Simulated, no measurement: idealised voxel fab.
A process module follows: voxel wiring stack.
Square cell edge 5 nm, section width 175 nm, ID cut.
Cross-section = grid of square cells, listed top down in bands; band = one or more rows.
Each band's line starts with the height of the band's top and of its bottom, in nm. Then come its materials from left to right, each with its width in nm. One material with "edge to edge" fills the band from edge to edge. "blank" is empty space.
Below 0: as-received wafer, all one material; heights counted from there. Lowest band: no bottom, goes on down, written "top 0, no bottom".
When a width is written as two numbers, as in "30 to 40", the first number is the width in the top row of cells of the band and the second is the width in its bottom row, and the width changes by the same amount from each row to the next.
Where a step carries "no change occurred", the cross-section came out of it unchanged, cell for cell.
"Fully closed voids" - sealed voids, min. 8 cells, no opening to top; format: width x height at distance (distance from left edge; nm throughout).
Note: text after step settings on the step line = simulator remark on that step.
The setting "overlay nm" may be written on the line of a step. When the step uses a mask, the value reports how far to the right of the planned place the mask lay, and a negative value reports that it lay to the left.
### Intended process steps
1. RECEIVE | material Si
2. CONFORMAL_DEP | material SiO2 | thk nm 15
3. DIRECTIONAL_DEP | material TiN | thk nm 5
4. DIRECTIONAL_DEP | material Ru | thk nm 20
5. PATTERN | tone cover | mask id METAL_1 | material resist | width nm 15 | pitch nm 50 | thk nm 20 | overlay nm 0
6. DIRECTIONAL_ETCH | etch materials Ru | depth nm 20
7. DIRECTIONAL_ETCH | etch materials TiN | depth nm 5
8. STRIP | etch materials resist
9. CONFORMAL_DEP | material SiN | thk nm 5
10. FILL_DEP | material lowk | thk nm 10
11. CMP | height nm 40
12. CONFORMAL_DEP | material SiCN | thk nm 5
13. DIRECTIONAL_DEP | material lowk | thk nm 30
14. PATTERN | tone open | mask id METAL_2 | material resist | width nm 25 | pitch nm 50 | thk nm 15 | overlay nm 0
15. DIRECTIONAL_ETCH | etch materials lowk | depth nm 15
16. STRIP | etch materials resist
17. DIRECTIONAL_DEP | material aC | thk nm 15
18. PATTERN | tone open | mask id METAL_2_HOLES | material resist | width nm 15 | pitch nm 50 | thk nm 35 | overlay nm 0
19. DIRECTIONAL_ETCH | etch materials aC | depth nm 15
20. STRIP | etch materials resist
21. DIRECTIONAL_ETCH | etch materials lowk | depth nm 15
22. DIRECTIONAL_ETCH | etch materials SiCN | depth nm 5
23. STRIP | etch materials aC
24. CONFORMAL_DEP | material TiN | thk nm 5
25. FILL_DEP | material Cu | thk nm 5
26. CMP | height nm 75
27. CONFORMAL_DEP | material SiCN | thk nm 5
Heads up: all these wafers start the same, and what changes between them is the width nm in step 5. The value you see in the plan is just what the first wafer got.
### As received, i.e. after step 1: cross-section through the first of several wafers
  top 0, no bottom | Si edge to edge
  Fully closed voids: none
### End of module, by wafer: material-by-material cell gain (+) or loss (-) since receipt, then closed voids
width nm 15, +30 Cu, +36 Ru, +61 SiCN, +50 SiN, +105 SiO2, +60 TiN, +218 lowk, Fully closed voids: none
width nm 20, +30 Cu, +48 Ru, +61 SiCN, +47 SiN, +105 SiO2, +63 TiN, +206 lowk, Fully closed voids: none
width nm 25, +30 Cu, +60 Ru, +61 SiCN, +44 SiN, +105 SiO2, +66 TiN, +194 lowk, Fully closed voids: none
width nm 30, +30 Cu, +72 Ru, +61 SiCN, +41 SiN, +105 SiO2, +69 TiN, +182 lowk, Fully closed voids: none
width nm 35, +30 Cu, +84 Ru, +61 SiCN, +38 SiN, +105 SiO2, +72 TiN, +170 lowk, Fully closed voids: none
